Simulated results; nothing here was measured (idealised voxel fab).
Process module in this document: voxel ribs on slabs
Section shown: cut. Width: 140 nm. Cell size: 5 nm, square.
This document writes a cross-section as a grid whose cells are square, and gives it as bands, listed from the top down; one or more rows of cells form a band.
Basically the band line says how high the top is and how high the bottom is, in nm, and then what's in it from left to right, every material with its width in nm. Empty space shows up as "air", and if a single material carries "all across" it runs the full band edge to edge.
All heights in this document are referenced to 0, defined as the level beneath which the wafer, as received, consists entirely of one material. The lowest band is not bounded below; it extends indefinitely downward and is written in the form "z 0 and below".
Width spec "30 to 40" -> top row of cells at first value, bottom row at second value, equal per-row change in between.
Step note "left unchanged" = no cross-section cell changed.
"Enclosed void catalog" lists enclosed empty spaces (at least 8 cells, no open path upward to the top), each as width x height at distance from the left edge, in nm.
Note: text after step settings on the step line = simulator remark on that step.
Each step line may optionally specify "overlay nm", which for a step with a mask gives the rightward distance between the mask's planned place and where it lay, a negative value indicating the leftward direction.

List of planned process steps:
1) RECEIVE with material Si
2) DIRECTIONAL_DEP with material SiO2, thk nm 20
3) DIRECTIONAL_DEP with material polySi, thk nm 20
4) DIRECTIONAL_DEP with material aC, thk nm 10
5) PATTERN with tone cover, mask id RIB, material resist, width nm 20, thk nm 30, overlay nm 0
6) DIRECTIONAL_ETCH with etch materials aC, depth nm 10
7) STRIP with etch materials resist
8) DIRECTIONAL_ETCH with etch materials polySi, depth nm 15
9) STRIP with etch materials aC
10) MASKED_ETCH with tone cover, mask id SLAB, width nm 50, etch materials polySi, depth nm 5, overlay nm 0
11) FILL_DEP with material SiO2, thk nm 20
12) CMP with height nm 55
13) DIRECTIONAL_DEP with material W, thk nm 10
14) MASKED_ETCH with tone cover, mask id HEATER, width nm 30, etch materials W, depth nm 10, overlay nm 0
15) CONFORMAL_DEP with material SiN, thk nm 5

Wafer, first of two, run as planned:

Cross-section of the wafer at receipt, which is the condition after step 1:
	z 0 and below | Si all across
	Enclosed void catalog: none

Upon completion of step 2, the wafer appears in cross-section as shown:
	z 20 to 0 | SiO2 all across
	Rest of section, below 0: as before.

Upon completion of step 3, the wafer appears in cross-section as shown:
	z 40 to 20 | polySi all across
	Rest of section, below 20: as before.

Upon completion of step 4, the wafer appears in cross-section as shown:
	z 50 to 40 | aC all across
	Rest of section, below 40: as before.

Upon completion of step 5, the wafer appears in cross-section as shown:
	z 80 to 50 | air (60); resist (20); air (60)
	Rest of section, below 50: as before.

Upon completion of step 6, the wafer appears in cross-section as shown:
	z 70 to 50 | air (60); resist (20); air (60)
	z 50 to 40 | air (60); aC (20); air (60)
	Rest of section, below 40: as before.

Upon completion of step 7, the wafer appears in cross-section as shown:
	z 50 to 40 | air (60); aC (20); air (60)
	Rest of section, below 40: as before.

Upon completion of step 8, the wafer appears in cross-section as shown:
	z 50 to 40 | air (60); aC (20); air (60)
	z 40 to 25 | air (60); polySi (20); air (60)
	Rest of section, below 25: as before.

Upon completion of step 9, the wafer appears in cross-section as shown:
	z 40 to 25 | air (60); polySi (20); air (60)
	Rest of section, below 25: as before.

Upon completion of step 10, the wafer appears in cross-section as shown:
	z 40 to 25 | air (60); polySi (20); air (60)
	z 25 to 20 | air (45); polySi (50); air (45)
	Rest of section, below 20: as before.

Upon completion of step 11, the wafer appears in cross-section as shown:
	z 60 to 40 | SiO2 all across
	z 40 to 25 | SiO2 (60); polySi (20); SiO2 (60)
	z 25 to 20 | SiO2 (45); polySi (50); SiO2 (45)
	Rest of section, below 20: as before.

Upon completion of step 12, the wafer appears in cross-section as shown:
	z 55 to 40 | SiO2 all across
	Rest of section, below 40: as before.

Upon completion of step 13, the wafer appears in cross-section as shown:
	z 65 to 55 | W all across
	Rest of section, below 55: as before.

Upon completion of step 14, the wafer appears in cross-section as shown:
	z 65 to 55 | air (55); W (30); air (55)
	Rest of section, below 55: as before.

Upon completion of step 15, the wafer appears in cross-section as shown:
	z 70 to 65 | air (50); SiN (40); air (50)
	z 65 to 60 | air (50); SiN (5); W (30); SiN (5); air (50)
	z 60 to 55 | SiN (55); W (30); SiN (55)
	Rest of section, below 55: as before.

Wafer two: like wafer one in start and plan, but with one mistake in execution; identical up to and including step 1:

Second wafer cross-section, taken as of the time the plan sets for step 2 to be done:
	z 20 to 0 | SiN all across
	Rest of section, below 0: as before.

Second wafer cross-section, taken as of the time the plan sets for step 3 to be done:
	z 40 to 20 | polySi all across
	Rest of section, below 20: as before.

Second wafer cross-section, taken as of the time the plan sets for step 4 to be done:
	z 50 to 40 | aC all across
	Rest of section, below 40: as before.

Second wafer cross-section, taken as of the time the plan sets for step 5 to be done:
	z 80 to 50 | air (60); resist (20); air (60)
	Rest of section, below 50: as before.

Second wafer cross-section, taken as of the time the plan sets for step 6 to be done:
	z 70 to 50 | air (60); resist (20); air (60)
	z 50 to 40 | air (60); aC (20); air (60)
	Rest of section, below 40: as before.

Second wafer cross-section, taken as of the time the plan sets for step 7 to be done:
	z 50 to 40 | air (60); aC (20); air (60)
	Rest of section, below 40: as before.

Second wafer cross-section, taken as of the time the plan sets for step 8 to be done:
	z 50 to 40 | air (60); aC (20); air (60)
	z 40 to 25 | air (60); polySi (20); air (60)
	Rest of section, below 25: as before.

Second wafer cross-section, taken as of the time the plan sets for step 9 to be done:
	z 40 to 25 | air (60); polySi (20); air (60)
	Rest of section, below 25: as before.

Second wafer cross-section, taken as of the time the plan sets for step 10 to be done:
	z 40 to 25 | air (60); polySi (20); air (60)
	z 25 to 20 | air (45); polySi (50); air (45)
	Rest of section, below 20: as before.

Second wafer cross-section, taken as of the time the plan sets for step 11 to be done:
	z 60 to 40 | SiO2 all across
	z 40 to 25 | SiO2 (60); polySi (20); SiO2 (60)
	z 25 to 20 | SiO2 (45); polySi (50); SiO2 (45)
	Rest of section, below 20: as before.

Second wafer cross-section, taken as of the time the plan sets for step 12 to be done:
	z 55 to 40 | SiO2 all across
	Rest of section, below 40: as before.

Second wafer cross-section, taken as of the time the plan sets for step 13 to be done:
	z 65 to 55 | W all across
	Rest of section, below 55: as before.

Second wafer cross-section, taken as of the time the plan sets for step 14 to be done:
	z 65 to 55 | air (55); W (30); air (55)
	Rest of section, below 55: as before.

Second wafer cross-section, taken as of the time the plan sets for step 15 to be done:
	z 70 to 65 | air (50); SiN (40); air (50)
	z 65 to 60 | air (50); SiN (5); W (30); SiN (5); air (50)
	z 60 to 55 | SiN (55); W (30); SiN (55)
	Rest of section, below 55: as before.
Heads up, the wafer didn't run the way we planned it: planned and actual differ for step 2; actual: DIRECTIONAL_DEP with material SiN, thk nm 20
Cell-count delta at end, second wafer over first, by material: SiN +112; SiO2 -112
